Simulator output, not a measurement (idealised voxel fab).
process module | voxel spacer lines
cross-section cut | 150 nm wide | cells 5 nm
A cross-section is a grid of square cells, given in bands from the top down. A band is one or more rows of cells.
Each band's line starts with the height of the band's top and of its bottom, in nm. Then come its materials from left to right, each with its width in nm. One material with "throughout" fills the band from edge to edge. "air" is empty space.
Height 0 is the level under which the wafer as received is all one material. The lowest band goes on downwards, as in "0 down".
A width such as "30 to 40" changes by the same amount from each row of cells to the next, from the band's top row to its bottom row.
"no change" after a step means that no cell of the cross-section changed.
closed voids: empty space of 8 cells or more with no open way to the top, each as width x height at its distance from the left edge, in nm
after a step's settings: what the simulator itself notes on the step
overlay nm, on a step with a mask: how far to the right of its planned place the mask lay; to the left if negative
plan
1 op RECEIVE | material Si
2 op CONFORMAL_DEP | material Al2O3 | thk nm 5
3 op DIRECTIONAL_DEP | material SiN | thk nm 20
4 op DIRECTIONAL_DEP | material aC | thk nm 20
5 op PATTERN | tone cover | mask id MANDREL | material resist | width nm 25 | pitch nm 80 | thk nm 30 | overlay nm 0
6 op DIRECTIONAL_ETCH | etch materials aC | depth nm 20
7 op STRIP | etch materials resist
8 op CONFORMAL_DEP | material SiO2 | thk nm 15
9 op DIRECTIONAL_ETCH | etch materials SiO2 | depth nm 15
10 op STRIP | etch materials aC
11 op DIRECTIONAL_ETCH | etch materials SiN | depth nm 20
12 op STRIP | etch materials SiO2
as received, after step 1
  0 down: Si throughout
  closed voids: none
a wafer at the end: this start, this plan, one mistake
  35 to 15: air 5 | SiN 15 | air 25 | SiN 15 | air 25 | SiN 15 | air 25 | SiN 15 | air 10
  15 to 5: SiN throughout
  5 to 0: Al2O3 throughout
  0 down: Si throughout
  closed voids: none
what went wrong: step 3 ran as: op DIRECTIONAL_DEP | material SiN | thk nm 30
